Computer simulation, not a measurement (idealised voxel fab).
process module | voxel wiring stack
cross-section cut | 190 nm wide | cells 5 nm
A cross-section is a grid of square cells, given in bands from the top down. A band is one or more rows of cells.
Each band's line starts with the height of the band's top and of its bottom, in nm. Then come its materials from left to right, each with its width in nm. One material with "throughout" fills the band from edge to edge. "air" is empty space.
Height 0 is the level under which the wafer as received is all one material. The lowest band goes on downwards, as in "0 down".
A width such as "30 to 40" changes by the same amount from each row of cells to the next, from the band's top row to its bottom row.
"no change" after a step means that no cell of the cross-section changed.
closed voids: empty space of 8 cells or more with no open way to the top, each as width x height at its distance from the left edge, in nm
after a step's settings: what the simulator itself notes on the step
overlay nm, on a step with a mask: how far to the right of its planned place the mask lay; to the left if negative
Each pair below shows a cross-section before one step and the cross-section after it, down to the lowest band that changed. The line under each pair gives the step between them, with its settings. The pairs can come from different runs of this module on the same starting wafer, so a pair continues from the pair above only where its "before" says so.
before
  0 down: Si throughout
  closed voids: none
after
  10 to 0: SiO2 throughout
  below 0: unchanged
  closed voids: none
the step between: op CONFORMAL_DEP | material SiO2 | thk nm 10
before: the cross-section after the pair above
after
  15 to 10: TiN throughout
  below 10: unchanged
  closed voids: none
the step between: op DIRECTIONAL_DEP | material TiN | thk nm 5
before: the cross-section after the pair above
after
  35 to 15: Ru throughout
  below 15: unchanged
  closed voids: none
the step between: op DIRECTIONAL_DEP | material Ru | thk nm 20
before: the cross-section after the pair above
after
  55 to 35: air 60 | resist 20 | air 25 | resist 20 | air 65
  below 35: unchanged
  closed voids: none
the step between: op PATTERN | tone cover | mask id METAL_1 | material resist | width nm 20 | pitch nm 45 | thk nm 20 | overlay nm 0
before: the cross-section after the pair above
after
  55 to 35: air 60 | resist 20 | air 25 | resist 20 | air 65
  35 to 15: air 60 | Ru 20 | air 25 | Ru 20 | air 65
  below 15: unchanged
  closed voids: none
the step between: op DIRECTIONAL_ETCH | etch materials Ru | depth nm 20
before: the cross-section after the pair above
after
  55 to 35: air 60 | resist 20 | air 25 | resist 20 | air 65
  35 to 15: air 60 | Ru 20 | air 25 | Ru 20 | air 65
  15 to 10: air 60 | TiN 20 | air 25 | TiN 20 | air 65
  below 10: unchanged
  closed voids: none
the step between: op DIRECTIONAL_ETCH | etch materials TiN | depth nm 5
before: the cross-section after the pair above
after
  35 to 15: air 60 | Ru 20 | air 25 | Ru 20 | air 65
  below 15: unchanged
  closed voids: none
the step between: op STRIP | etch materials resist
before: the cross-section after the pair above
after
  40 to 35: air 55 | SiN 30 | air 15 | SiN 30 | air 60
  35 to 15: air 55 | SiN 5 | Ru 20 | SiN 5 | air 15 | SiN 5 | Ru 20 | SiN 5 | air 60
  15 to 10: SiN 60 | TiN 20 | SiN 25 | TiN 20 | SiN 65
  below 10: unchanged
  closed voids: none
the step between: op CONFORMAL_DEP | material SiN | thk nm 5
before: the cross-section after the pair above
after
  45 to 40: SiO2 throughout
  40 to 35: SiO2 55 | SiN 30 | SiO2 15 | SiN 30 | SiO2 60
  35 to 15: SiO2 55 | SiN 5 | Ru 20 | SiN 5 | SiO2 15 | SiN 5 | Ru 20 | SiN 5 | SiO2 60
  below 15: unchanged
  closed voids: none
the step between: op FILL_DEP | material SiO2 | thk nm 5
before: the cross-section after the pair above
after
  35 to 15: SiO2 55 | SiN 5 | Ru 20 | SiN 5 | SiO2 15 | SiN 5 | Ru 20 | SiN 5 | SiO2 60
  below 15: unchanged
  closed voids: none
the step between: op CMP | height nm 35
before: the cross-section after the pair above
after
  40 to 35: SiCN throughout
  below 35: unchanged
  closed voids: none
the step between: op CONFORMAL_DEP | material SiCN | thk nm 5
before: the cross-section after the pair above
after
  75 to 40: lowk throughout
  below 40: unchanged
  closed voids: none
the step between: op DIRECTIONAL_DEP | material lowk | thk nm 35
before: the cross-section after the pair above
after
  85 to 75: aC throughout
  below 75: unchanged
  closed voids: none
the step between: op DIRECTIONAL_DEP | material aC | thk nm 10
before: the cross-section after the pair above
after
  110 to 85: resist 60 | air 20 | resist 25 | air 20 | resist 65
  below 85: unchanged
  closed voids: none
the step between: op PATTERN | tone open | mask id METAL_2 | material resist | width nm 20 | pitch nm 45 | thk nm 25 | overlay nm 0
before: the cross-section after the pair above
after
  100 to 85: resist 60 | air 20 | resist 25 | air 20 | resist 65
  85 to 75: aC 60 | air 20 | aC 25 | air 20 | aC 65
  below 75: unchanged
  closed voids: none
the step between: op DIRECTIONAL_ETCH | etch materials aC | depth nm 10
before: the cross-section after the pair above
after
  85 to 75: aC 60 | air 20 | aC 25 | air 20 | aC 65
  below 75: unchanged
  closed voids: none
the step between: op STRIP | etch materials resist
before: the cross-section after the pair above
after
  85 to 75: aC 60 | air 20 | aC 25 | air 20 | aC 65
  75 to 55: lowk 60 | air 20 | lowk 25 | air 20 | lowk 65
  below 55: unchanged
  closed voids: none
the step between: op DIRECTIONAL_ETCH | etch materials lowk | depth nm 20
before: the cross-section after the pair above
after
  75 to 55: lowk 60 | air 20 | lowk 25 | air 20 | lowk 65
  below 55: unchanged
  closed voids: none
the step between: op STRIP | etch materials aC
before: the cross-section after the pair above
after
  75 to 55: lowk 60 | air 20 | lowk 25 | air 20 | lowk 65
  55 to 40: lowk 60 | air 15 | lowk 30 | air 15 | lowk 70
  below 40: unchanged
  closed voids: none
the step between: op MASKED_ETCH | tone open | mask id METAL_2_HOLES | width nm 15 | pitch nm 45 | etch materials lowk | depth nm 15 | overlay nm 0
before: the cross-section after the pair above
after
  75 to 55: lowk 60 | air 20 | lowk 25 | air 20 | lowk 65
  55 to 40: lowk 60 | air 15 | lowk 30 | air 15 | lowk 70
  40 to 35: SiCN 60 | air 15 | SiCN 30 | air 15 | SiCN 70
  below 35: unchanged
  closed voids: none
the step between: op MASKED_ETCH | tone open | mask id METAL_2_HOLES | width nm 15 | pitch nm 45 | etch materials SiCN | depth nm 5 | overlay nm 0
before: the cross-section after the pair above
after
  80 to 75: TiN 65 | air 10 | TiN 35 | air 10 | TiN 70
  75 to 60: lowk 60 | TiN 5 | air 10 | TiN 5 | lowk 25 | TiN 5 | air 10 | TiN 5 | lowk 65
  60 to 55: lowk 60 | TiN 5 | air 5 | TiN 10 | lowk 25 | TiN 5 | air 5 | TiN 10 | lowk 65
  55 to 40: lowk 60 | TiN 5 | air 5 | TiN 5 | lowk 30 | TiN 5 | air 5 | TiN 5 | lowk 70
  40 to 35: SiCN 60 | TiN 15 | SiCN 30 | TiN 15 | SiCN 70
  below 35: unchanged
  closed voids: none
the step between: op CONFORMAL_DEP | material TiN | thk nm 5
before: the cross-section after the pair above
after
  85 to 80: Cu throughout
  80 to 75: TiN 65 | Cu 10 | TiN 35 | Cu 10 | TiN 70
  75 to 60: lowk 60 | TiN 5 | Cu 10 | TiN 5 | lowk 25 | TiN 5 | Cu 10 | TiN 5 | lowk 65
  60 to 55: lowk 60 | TiN 5 | Cu 5 | TiN 10 | lowk 25 | TiN 5 | Cu 5 | TiN 10 | lowk 65
  55 to 40: lowk 60 | TiN 5 | Cu 5 | TiN 5 | lowk 30 | TiN 5 | Cu 5 | TiN 5 | lowk 70
  below 40: unchanged
  closed voids: none
the step between: op FILL_DEP | material Cu | thk nm 5
before: the cross-section after the pair above
after
  75 to 60: lowk 60 | TiN 5 | Cu 10 | TiN 5 | lowk 25 | TiN 5 | Cu 10 | TiN 5 | lowk 65
  below 60: unchanged
  closed voids: none
the step between: op CMP | height nm 75
before: the cross-section after the pair above
after
  80 to 75: SiN throughout
  below 75: unchanged
  closed voids: none
the step between: op CONFORMAL_DEP | material SiN | thk nm 5
before
  10 to 0: SiO2 throughout
  0 down: Si throughout
  closed voids: none
after
  30 to 10: Ru throughout
  below 10: unchanged
  closed voids: none
the step between: op DIRECTIONAL_DEP | material Ru | thk nm 20
before: the cross-section after the pair above
after
  50 to 30: air 60 | resist 20 | air 25 | resist 20 | air 65
  below 30: unchanged
  closed voids: none
the step between: op PATTERN | tone cover | mask id METAL_1 | material resist | width nm 20 | pitch nm 45 | thk nm 20 | overlay nm 0
before: the cross-section after the pair above
after
  50 to 30: air 60 | resist 20 | air 25 | resist 20 | air 65
  30 to 10: air 60 | Ru 20 | air 25 | Ru 20 | air 65
  below 10: unchanged
  closed voids: none
the step between: op DIRECTIONAL_ETCH | etch materials Ru | depth nm 20
before: the cross-section after the pair above
after
  30 to 10: air 60 | Ru 20 | air 25 | Ru 20 | air 65
  below 10: unchanged
  closed voids: none
the step between: op STRIP | etch materials resist
before: the cross-section after the pair above
after
  35 to 30: air 55 | SiN 30 | air 15 | SiN 30 | air 60
  30 to 15: air 55 | SiN 5 | Ru 20 | SiN 5 | air 15 | SiN 5 | Ru 20 | SiN 5 | air 60
  15 to 10: SiN 60 | Ru 20 | SiN 25 | Ru 20 | SiN 65
  below 10: unchanged
  closed voids: none
the step between: op CONFORMAL_DEP | material SiN | thk nm 5
before: the cross-section after the pair above
after
  40 to 35: SiO2 throughout
  35 to 30: SiO2 55 | SiN 30 | SiO2 15 | SiN 30 | SiO2 60
  30 to 15: SiO2 55 | SiN 5 | Ru 20 | SiN 5 | SiO2 15 | SiN 5 | Ru 20 | SiN 5 | SiO2 60
  below 15: unchanged
  closed voids: none
the step between: op FILL_DEP | material SiO2 | thk nm 5
before: the cross-section after the pair above
after
  35 to 30: SiO2 55 | SiN 30 | SiO2 15 | SiN 30 | SiO2 60
  below 30: unchanged
  closed voids: none
the step between: op CMP | height nm 35
before: the cross-section after the pair above
after
  40 to 35: SiCN throughout
  below 35: unchanged
  closed voids: none
the step between: op CONFORMAL_DEP | material SiCN | thk nm 5
before: the cross-section after the pair above
after
  75 to 40: lowk throughout
  below 40: unchanged
  closed voids: none
the step between: op DIRECTIONAL_DEP | material lowk | thk nm 35
before: the cross-section after the pair above
after
  85 to 75: aC throughout
  below 75: unchanged
  closed voids: none
the step between: op DIRECTIONAL_DEP | material aC | thk nm 10
before: the cross-section after the pair above
after
  110 to 85: resist 60 | air 20 | resist 25 | air 20 | resist 65
  below 85: unchanged
  closed voids: none
the step between: op PATTERN | tone open | mask id METAL_2 | material resist | width nm 20 | pitch nm 45 | thk nm 25 | overlay nm 0
before: the cross-section after the pair above
after
  100 to 85: resist 60 | air 20 | resist 25 | air 20 | resist 65
  85 to 75: aC 60 | air 20 | aC 25 | air 20 | aC 65
  below 75: unchanged
  closed voids: none
the step between: op DIRECTIONAL_ETCH | etch materials aC | depth nm 10
before: the cross-section after the pair above
after
  85 to 75: aC 60 | air 20 | aC 25 | air 20 | aC 65
  below 75: unchanged
  closed voids: none
the step between: op STRIP | etch materials resist
before: the cross-section after the pair above
after
  85 to 75: aC 60 | air 20 | aC 25 | air 20 | aC 65
  75 to 55: lowk 60 | air 20 | lowk 25 | air 20 | lowk 65
  below 55: unchanged
  closed voids: none
the step between: op DIRECTIONAL_ETCH | etch materials lowk | depth nm 20
before: the cross-section after the pair above
after
  75 to 55: lowk 60 | air 20 | lowk 25 | air 20 | lowk 65
  below 55: unchanged
  closed voids: none
the step between: op STRIP | etch materials aC
before: the cross-section after the pair above
after
  75 to 55: lowk 60 | air 20 | lowk 25 | air 20 | lowk 65
  55 to 40: lowk 60 | air 15 | lowk 30 | air 15 | lowk 70
  below 40: unchanged
  closed voids: none
the step between: op MASKED_ETCH | tone open | mask id METAL_2_HOLES | width nm 15 | pitch nm 45 | etch materials lowk | depth nm 15 | overlay nm 0
before: the cross-section after the pair above
after
  75 to 55: lowk 60 | air 20 | lowk 25 | air 20 | lowk 65
  55 to 40: lowk 60 | air 15 | lowk 30 | air 15 | lowk 70
  40 to 35: SiCN 60 | air 15 | SiCN 30 | air 15 | SiCN 70
  below 35: unchanged
  closed voids: none
the step between: op MASKED_ETCH | tone open | mask id METAL_2_HOLES | width nm 15 | pitch nm 45 | etch materials SiCN | depth nm 5 | overlay nm 0
before: the cross-section after the pair above
after
  80 to 75: TiN 65 | air 10 | TiN 35 | air 10 | TiN 70
  75 to 60: lowk 60 | TiN 5 | air 10 | TiN 5 | lowk 25 | TiN 5 | air 10 | TiN 5 | lowk 65
  60 to 55: lowk 60 | TiN 5 | air 5 | TiN 10 | lowk 25 | TiN 5 | air 5 | TiN 10 | lowk 65
  55 to 40: lowk 60 | TiN 5 | air 5 | TiN 5 | lowk 30 | TiN 5 | air 5 | TiN 5 | lowk 70
  40 to 35: SiCN 60 | TiN 15 | SiCN 30 | TiN 15 | SiCN 70
  below 35: unchanged
  closed voids: none
the step between: op CONFORMAL_DEP | material TiN | thk nm 5
before: the cross-section after the pair above
after
  85 to 80: Cu throughout
  80 to 75: TiN 65 | Cu 10 | TiN 35 | Cu 10 | TiN 70
  75 to 60: lowk 60 | TiN 5 | Cu 10 | TiN 5 | lowk 25 | TiN 5 | Cu 10 | TiN 5 | lowk 65
  60 to 55: lowk 60 | TiN 5 | Cu 5 | TiN 10 | lowk 25 | TiN 5 | Cu 5 | TiN 10 | lowk 65
  55 to 40: lowk 60 | TiN 5 | Cu 5 | TiN 5 | lowk 30 | TiN 5 | Cu 5 | TiN 5 | lowk 70
  below 40: unchanged
  closed voids: none
the step between: op FILL_DEP | material Cu | thk nm 5
before: the cross-section after the pair above
after
  75 to 60: lowk 60 | TiN 5 | Cu 10 | TiN 5 | lowk 25 | TiN 5 | Cu 10 | TiN 5 | lowk 65
  below 60: unchanged
  closed voids: none
the step between: op CMP | height nm 75
before: the cross-section after the pair above
after
  80 to 75: SiN throughout
  below 75: unchanged
  closed voids: none
the step between: op CONFORMAL_DEP | material SiN | thk nm 5
before
  40 to 35: SiCN throughout
  35 to 15: SiO2 55 | SiN 5 | Ru 20 | SiN 5 | SiO2 15 | SiN 5 | Ru 20 | SiN 5 | SiO2 60
  15 to 10: SiN 60 | TiN 20 | SiN 25 | TiN 20 | SiN 65
  10 to 0: SiO2 throughout
  0 down: Si throughout
  closed voids: none
after
  50 to 40: aC throughout
  below 40: unchanged
  closed voids: none
the step between: op DIRECTIONAL_DEP | material aC | thk nm 10
before: the cross-section after the pair above
after
  85 to 50: lowk throughout
  below 50: unchanged
  closed voids: none
the step between: op DIRECTIONAL_DEP | material lowk | thk nm 35
before: the cross-section after the pair above
after
  110 to 85: resist 60 | air 20 | resist 25 | air 20 | resist 65
  below 85: unchanged
  closed voids: none
the step between: op PATTERN | tone open | mask id METAL_2 | material resist | width nm 20 | pitch nm 45 | thk nm 25 | overlay nm 0
before: the cross-section after the pair above
after
  100 to 85: resist 60 | air 20 | resist 25 | air 20 | resist 65
  below 85: unchanged
  closed voids: none
the step between: op DIRECTIONAL_ETCH | etch materials aC | depth nm 10
before: the cross-section after the pair above
after
  85 to 50: lowk throughout
  below 50: unchanged
  closed voids: none
the step between: op STRIP | etch materials resist
before: the cross-section after the pair above
after
  65 to 50: lowk throughout
  below 50: unchanged
  closed voids: none
the step between: op DIRECTIONAL_ETCH | etch materials lowk | depth nm 20
before: the cross-section after the pair above
after
  65 to 50: lowk 60 | air 15 | lowk 30 | air 15 | lowk 70
  below 50: unchanged
  closed voids: none
the step between: op MASKED_ETCH | tone open | mask id METAL_2_HOLES | width nm 15 | pitch nm 45 | etch materials lowk | depth nm 15 | overlay nm 0
before: the cross-section after the pair above
after
  70 to 65: TiN 65 | air 5 | TiN 40 | air 5 | TiN 75
  65 to 55: lowk 60 | TiN 5 | air 5 | TiN 5 | lowk 30 | TiN 5 | air 5 | TiN 5 | lowk 70
  55 to 50: lowk 60 | TiN 15 | lowk 30 | TiN 15 | lowk 70
  below 50: unchanged
  closed voids: none
the step between: op CONFORMAL_DEP | material TiN | thk nm 5
before: the cross-section after the pair above
after
  75 to 70: Cu throughout
  70 to 65: TiN 65 | Cu 5 | TiN 40 | Cu 5 | TiN 75
  65 to 55: lowk 60 | TiN 5 | Cu 5 | TiN 5 | lowk 30 | TiN 5 | Cu 5 | TiN 5 | lowk 70
  below 55: unchanged
  closed voids: none
the step between: op FILL_DEP | material Cu | thk nm 5
before: the cross-section after the pair above
after
  80 to 75: SiN throughout
  below 75: unchanged
  closed voids: none
the step between: op CONFORMAL_DEP | material SiN | thk nm 5
before
  35 to 15: SiO2 55 | SiN 5 | Ru 20 | SiN 5 | SiO2 15 | SiN 5 | Ru 20 | SiN 5 | SiO2 60
  15 to 10: SiN 60 | TiN 20 | SiN 25 | TiN 20 | SiN 65
  10 to 0: SiO2 throughout
  0 down: Si throughout
  closed voids: none
after
  50 to 35: SiCN throughout
  below 35: unchanged
  closed voids: none
the step between: op CONFORMAL_DEP | material SiCN | thk nm 15
before: the cross-section after the pair above
after
  85 to 50: lowk throughout
  below 50: unchanged
  closed voids: none
the step between: op DIRECTIONAL_DEP | material lowk | thk nm 35
before: the cross-section after the pair above
after
  95 to 85: aC throughout
  below 85: unchanged
  closed voids: none
the step between: op DIRECTIONAL_DEP | material aC | thk nm 10
before: the cross-section after the pair above
after
  120 to 95: resist 60 | air 20 | resist 25 | air 20 | resist 65
  below 95: unchanged
  closed voids: none
the step between: op PATTERN | tone open | mask id METAL_2 | material resist | width nm 20 | pitch nm 45 | thk nm 25 | overlay nm 0
before: the cross-section after the pair above
after
  110 to 95: resist 60 | air 20 | resist 25 | air 20 | resist 65
  95 to 85: aC 60 | air 20 | aC 25 | air 20 | aC 65
  below 85: unchanged
  closed voids: none
the step between: op DIRECTIONAL_ETCH | etch materials aC | depth nm 10
before: the cross-section after the pair above
after
  95 to 85: aC 60 | air 20 | aC 25 | air 20 | aC 65
  below 85: unchanged
  closed voids: none
the step between: op STRIP | etch materials resist
before: the cross-section after the pair above
after
  95 to 85: aC 60 | air 20 | aC 25 | air 20 | aC 65
  85 to 65: lowk 60 | air 20 | lowk 25 | air 20 | lowk 65
  below 65: unchanged
  closed voids: none
the step between: op DIRECTIONAL_ETCH | etch materials lowk | depth nm 20
before: the cross-section after the pair above
after
  85 to 65: lowk 60 | air 20 | lowk 25 | air 20 | lowk 65
  below 65: unchanged
  closed voids: none
the step between: op STRIP | etch materials aC
before: the cross-section after the pair above
after
  85 to 65: lowk 60 | air 20 | lowk 25 | air 20 | lowk 65
  65 to 50: lowk 60 | air 15 | lowk 30 | air 15 | lowk 70
  below 50: unchanged
  closed voids: none
the step between: op MASKED_ETCH | tone open | mask id METAL_2_HOLES | width nm 15 | pitch nm 45 | etch materials lowk | depth nm 15 | overlay nm 0
before: the cross-section after the pair above
after
  85 to 65: lowk 60 | air 20 | lowk 25 | air 20 | lowk 65
  65 to 50: lowk 60 | air 15 | lowk 30 | air 15 | lowk 70
  50 to 45: SiCN 60 | air 15 | SiCN 30 | air 15 | SiCN 70
  below 45: unchanged
  closed voids: none
the step between: op MASKED_ETCH | tone open | mask id METAL_2_HOLES | width nm 15 | pitch nm 45 | etch materials SiCN | depth nm 5 | overlay nm 0
before: the cross-section after the pair above
after
  90 to 85: TiN 65 | air 10 | TiN 35 | air 10 | TiN 70
  85 to 70: lowk 60 | TiN 5 | air 10 | TiN 5 | lowk 25 | TiN 5 | air 10 | TiN 5 | lowk 65
  70 to 65: lowk 60 | TiN 5 | air 5 | TiN 10 | lowk 25 | TiN 5 | air 5 | TiN 10 | lowk 65
  65 to 50: lowk 60 | TiN 5 | air 5 | TiN 5 | lowk 30 | TiN 5 | air 5 | TiN 5 | lowk 70
  50 to 45: SiCN 60 | TiN 15 | SiCN 30 | TiN 15 | SiCN 70
  below 45: unchanged
  closed voids: none
the step between: op CONFORMAL_DEP | material TiN | thk nm 5
before: the cross-section after the pair above
after
  95 to 90: Cu throughout
  90 to 85: TiN 65 | Cu 10 | TiN 35 | Cu 10 | TiN 70
  85 to 70: lowk 60 | TiN 5 | Cu 10 | TiN 5 | lowk 25 | TiN 5 | Cu 10 | TiN 5 | lowk 65
  70 to 65: lowk 60 | TiN 5 | Cu 5 | TiN 10 | lowk 25 | TiN 5 | Cu 5 | TiN 10 | lowk 65
  65 to 50: lowk 60 | TiN 5 | Cu 5 | TiN 5 | lowk 30 | TiN 5 | Cu 5 | TiN 5 | lowk 70
  below 50: unchanged
  closed voids: none
the step between: op FILL_DEP | material Cu | thk nm 5
before: the cross-section after the pair above
after
  75 to 65: lowk 60 | TiN 5 | Cu 10 to 5 | TiN 5 to 10 | lowk 25 | TiN 5 | Cu 10 to 5 | TiN 5 to 10 | lowk 65
  below 65: unchanged
  closed voids: none
the step between: op CMP | height nm 75
before: the cross-section after the pair above
after
  80 to 75: SiN throughout
  below 75: unchanged
  closed voids: none
the step between: op CONFORMAL_DEP | material SiN | thk nm 5
before
  35 to 15: Ru throughout
  15 to 10: TiN throughout
  10 to 0: SiO2 throughout
  0 down: Si throughout
  closed voids: none
after
  55 to 35: air 65 | resist 15 | air 30 | resist 15 | air 65
  below 35: unchanged
  closed voids: none
the step between: op PATTERN | tone cover | mask id METAL_1 | material resist | width nm 15 | pitch nm 45 | thk nm 20 | overlay nm 0
before: the cross-section after the pair above
after
  55 to 35: air 65 | resist 15 | air 30 | resist 15 | air 65
  35 to 15: air 65 | Ru 15 | air 30 | Ru 15 | air 65
  below 15: unchanged
  closed voids: none
the step between: op DIRECTIONAL_ETCH | etch materials Ru | depth nm 20
before: the cross-section after the pair above
after
  55 to 35: air 65 | resist 15 | air 30 | resist 15 | air 65
  35 to 15: air 65 | Ru 15 | air 30 | Ru 15 | air 65
  15 to 10: air 65 | TiN 15 | air 30 | TiN 15 | air 65
  below 10: unchanged
  closed voids: none
the step between: op DIRECTIONAL_ETCH | etch materials TiN | depth nm 5
before: the cross-section after the pair above
after
  35 to 15: air 65 | Ru 15 | air 30 | Ru 15 | air 65
  below 15: unchanged
  closed voids: none
the step between: op STRIP | etch materials resist
before: the cross-section after the pair above
after
  40 to 35: air 60 | SiN 25 | air 20 | SiN 25 | air 60
  35 to 15: air 60 | SiN 5 | Ru 15 | SiN 5 | air 20 | SiN 5 | Ru 15 | SiN 5 | air 60
  15 to 10: SiN 65 | TiN 15 | SiN 30 | TiN 15 | SiN 65
  below 10: unchanged
  closed voids: none
the step between: op CONFORMAL_DEP | material SiN | thk nm 5
before: the cross-section after the pair above
after
  45 to 40: SiO2 throughout
  40 to 35: SiO2 60 | SiN 25 | SiO2 20 | SiN 25 | SiO2 60
  35 to 15: SiO2 60 | SiN 5 | Ru 15 | SiN 5 | SiO2 20 | SiN 5 | Ru 15 | SiN 5 | SiO2 60
  below 15: unchanged
  closed voids: none
the step between: op FILL_DEP | material SiO2 | thk nm 5
before: the cross-section after the pair above
after
  35 to 15: SiO2 60 | SiN 5 | Ru 15 | SiN 5 | SiO2 20 | SiN 5 | Ru 15 | SiN 5 | SiO2 60
  below 15: unchanged
  closed voids: none
the step between: op CMP | height nm 35
before: the cross-section after the pair above
after
  40 to 35: SiCN throughout
  below 35: unchanged
  closed voids: none
the step between: op CONFORMAL_DEP | material SiCN | thk nm 5
before: the cross-section after the pair above
after
  75 to 40: lowk throughout
  below 40: unchanged
  closed voids: none
the step between: op DIRECTIONAL_DEP | material lowk | thk nm 35
before: the cross-section after the pair above
after
  85 to 75: aC throughout
  below 75: unchanged
  closed voids: none
the step between: op DIRECTIONAL_DEP | material aC | thk nm 10
before: the cross-section after the pair above
after
  110 to 85: resist 60 | air 20 | resist 25 | air 20 | resist 65
  below 85: unchanged
  closed voids: none
the step between: op PATTERN | tone open | mask id METAL_2 | material resist | width nm 20 | pitch nm 45 | thk nm 25 | overlay nm 0
before: the cross-section after the pair above
after
  100 to 85: resist 60 | air 20 | resist 25 | air 20 | resist 65
  85 to 75: aC 60 | air 20 | aC 25 | air 20 | aC 65
  below 75: unchanged
  closed voids: none
the step between: op DIRECTIONAL_ETCH | etch materials aC | depth nm 10
before: the cross-section after the pair above
after
  85 to 75: aC 60 | air 20 | aC 25 | air 20 | aC 65
  below 75: unchanged
  closed voids: none
the step between: op STRIP | etch materials resist
before: the cross-section after the pair above
after
  85 to 75: aC 60 | air 20 | aC 25 | air 20 | aC 65
  75 to 55: lowk 60 | air 20 | lowk 25 | air 20 | lowk 65
  below 55: unchanged
  closed voids: none
the step between: op DIRECTIONAL_ETCH | etch materials lowk | depth nm 20
before: the cross-section after the pair above
after
  75 to 55: lowk 60 | air 20 | lowk 25 | air 20 | lowk 65
  below 55: unchanged
  closed voids: none
the step between: op STRIP | etch materials aC
before: the cross-section after the pair above
after
  75 to 55: lowk 60 | air 20 | lowk 25 | air 20 | lowk 65
  55 to 40: lowk 60 | air 15 | lowk 30 | air 15 | lowk 70
  below 40: unchanged
  closed voids: none
the step between: op MASKED_ETCH | tone open | mask id METAL_2_HOLES | width nm 15 | pitch nm 45 | etch materials lowk | depth nm 15 | overlay nm 0
before: the cross-section after the pair above
after
  75 to 55: lowk 60 | air 20 | lowk 25 | air 20 | lowk 65
  55 to 40: lowk 60 | air 15 | lowk 30 | air 15 | lowk 70
  40 to 35: SiCN 60 | air 15 | SiCN 30 | air 15 | SiCN 70
  below 35: unchanged
  closed voids: none
the step between: op MASKED_ETCH | tone open | mask id METAL_2_HOLES | width nm 15 | pitch nm 45 | etch materials SiCN | depth nm 5 | overlay nm 0
before: the cross-section after the pair above
after
  80 to 75: TiN 65 | air 10 | TiN 35 | air 10 | TiN 70
  75 to 60: lowk 60 | TiN 5 | air 10 | TiN 5 | lowk 25 | TiN 5 | air 10 | TiN 5 | lowk 65
  60 to 55: lowk 60 | TiN 5 | air 5 | TiN 10 | lowk 25 | TiN 5 | air 5 | TiN 10 | lowk 65
  55 to 40: lowk 60 | TiN 5 | air 5 | TiN 5 | lowk 30 | TiN 5 | air 5 | TiN 5 | lowk 70
  40 to 35: SiCN 60 | TiN 15 | SiCN 30 | TiN 15 | SiCN 70
  below 35: unchanged
  closed voids: none
the step between: op CONFORMAL_DEP | material TiN | thk nm 5
before: the cross-section after the pair above
after
  85 to 80: Cu throughout
  80 to 75: TiN 65 | Cu 10 | TiN 35 | Cu 10 | TiN 70
  75 to 60: lowk 60 | TiN 5 | Cu 10 | TiN 5 | lowk 25 | TiN 5 | Cu 10 | TiN 5 | lowk 65
  60 to 55: lowk 60 | TiN 5 | Cu 5 | TiN 10 | lowk 25 | TiN 5 | Cu 5 | TiN 10 | lowk 65
  55 to 40: lowk 60 | TiN 5 | Cu 5 | TiN 5 | lowk 30 | TiN 5 | Cu 5 | TiN 5 | lowk 70
  below 40: unchanged
  closed voids: none
the step between: op FILL_DEP | material Cu | thk nm 5
before: the cross-section after the pair above
after
  75 to 60: lowk 60 | TiN 5 | Cu 10 | TiN 5 | lowk 25 | TiN 5 | Cu 10 | TiN 5 | lowk 65
  below 60: unchanged
  closed voids: none
the step between: op CMP | height nm 75
before: the cross-section after the pair above
after
  80 to 75: SiN throughout
  below 75: unchanged
  closed voids: none
the step between: op CONFORMAL_DEP | material SiN | thk nm 5
before
  75 to 55: lowk 60 | air 20 | lowk 25 | air 20 | lowk 65
  55 to 40: lowk 60 | air 15 | lowk 30 | air 15 | lowk 70
  40 to 35: SiCN throughout
  35 to 15: SiO2 55 | SiN 5 | Ru 20 | SiN 5 | SiO2 15 | SiN 5 | Ru 20 | SiN 5 | SiO2 60
  15 to 10: SiN 60 | TiN 20 | SiN 25 | TiN 20 | SiN 65
  10 to 0: SiO2 throughout
  0 down: Si throughout
  closed voids: none
after
  75 to 55: lowk 60 | air 20 | lowk 25 | air 20 | lowk 65
  55 to 40: lowk 60 | air 15 | lowk 30 | air 15 | lowk 70
  40 to 35: SiCN 60 | air 10 | SiCN 35 | air 10 | SiCN 75
  below 35: unchanged
  closed voids: none
the step between: op MASKED_ETCH | tone open | mask id METAL_2_HOLES | width nm 15 | pitch nm 45 | etch materials SiCN | depth nm 5 | overlay nm -5
before: the cross-section after the pair above
after
  80 to 75: TiN 65 | air 10 | TiN 35 | air 10 | TiN 70
  75 to 60: lowk 60 | TiN 5 | air 10 | TiN 5 | lowk 25 | TiN 5 | air 10 | TiN 5 | lowk 65
  60 to 55: lowk 60 | TiN 5 | air 5 | TiN 10 | lowk 25 | TiN 5 | air 5 | TiN 10 | lowk 65
  55 to 45: lowk 60 | TiN 5 | air 5 | TiN 5 | lowk 30 | TiN 5 | air 5 | TiN 5 | lowk 70
  45 to 40: lowk 60 | TiN 15 | lowk 30 | TiN 15 | lowk 70
  40 to 35: SiCN 60 | TiN 10 | SiCN 35 | TiN 10 | SiCN 75
  below 35: unchanged
  closed voids: none
the step between: op CONFORMAL_DEP | material TiN | thk nm 5
before: the cross-section after the pair above
after
  85 to 80: Cu throughout
  80 to 75: TiN 65 | Cu 10 | TiN 35 | Cu 10 | TiN 70
  75 to 60: lowk 60 | TiN 5 | Cu 10 | TiN 5 | lowk 25 | TiN 5 | Cu 10 | TiN 5 | lowk 65
  60 to 55: lowk 60 | TiN 5 | Cu 5 | TiN 10 | lowk 25 | TiN 5 | Cu 5 | TiN 10 | lowk 65
  55 to 45: lowk 60 | TiN 5 | Cu 5 | TiN 5 | lowk 30 | TiN 5 | Cu 5 | TiN 5 | lowk 70
  below 45: unchanged
  closed voids: none
the step between: op FILL_DEP | material Cu | thk nm 5
before: the cross-section after the pair above
after
  75 to 60: lowk 60 | TiN 5 | Cu 10 | TiN 5 | lowk 25 | TiN 5 | Cu 10 | TiN 5 | lowk 65
  below 60: unchanged
  closed voids: none
the step between: op CMP | height nm 75
before: the cross-section after the pair above
after
  80 to 75: SiN throughout
  below 75: unchanged
  closed voids: none
the step between: op CONFORMAL_DEP | material SiN | thk nm 5
before
  40 to 35: SiCN throughout
  35 to 15: SiO2 55 | SiN 5 | Ru 20 | SiN 5 | SiO2 15 | SiN 5 | Ru 20 | SiN 5 | SiO2 60
  15 to 10: SiN 60 | TiN 20 | SiN 25 | TiN 20 | SiN 65
  10 to 0: SiO2 throughout
  0 down: Si throughout
  closed voids: none
after
  75 to 40: SiO2 throughout
  below 40: unchanged
  closed voids: none
the step between: op DIRECTIONAL_DEP | material SiO2 | thk nm 35
before: the cross-section after the pair above
after
  85 to 75: aC throughout
  below 75: unchanged
  closed voids: none
the step between: op DIRECTIONAL_DEP | material aC | thk nm 10
before: the cross-section after the pair above
after
  110 to 85: resist 60 | air 20 | resist 25 | air 20 | resist 65
  below 85: unchanged
  closed voids: none
the step between: op PATTERN | tone open | mask id METAL_2 | material resist | width nm 20 | pitch nm 45 | thk nm 25 | overlay nm 0
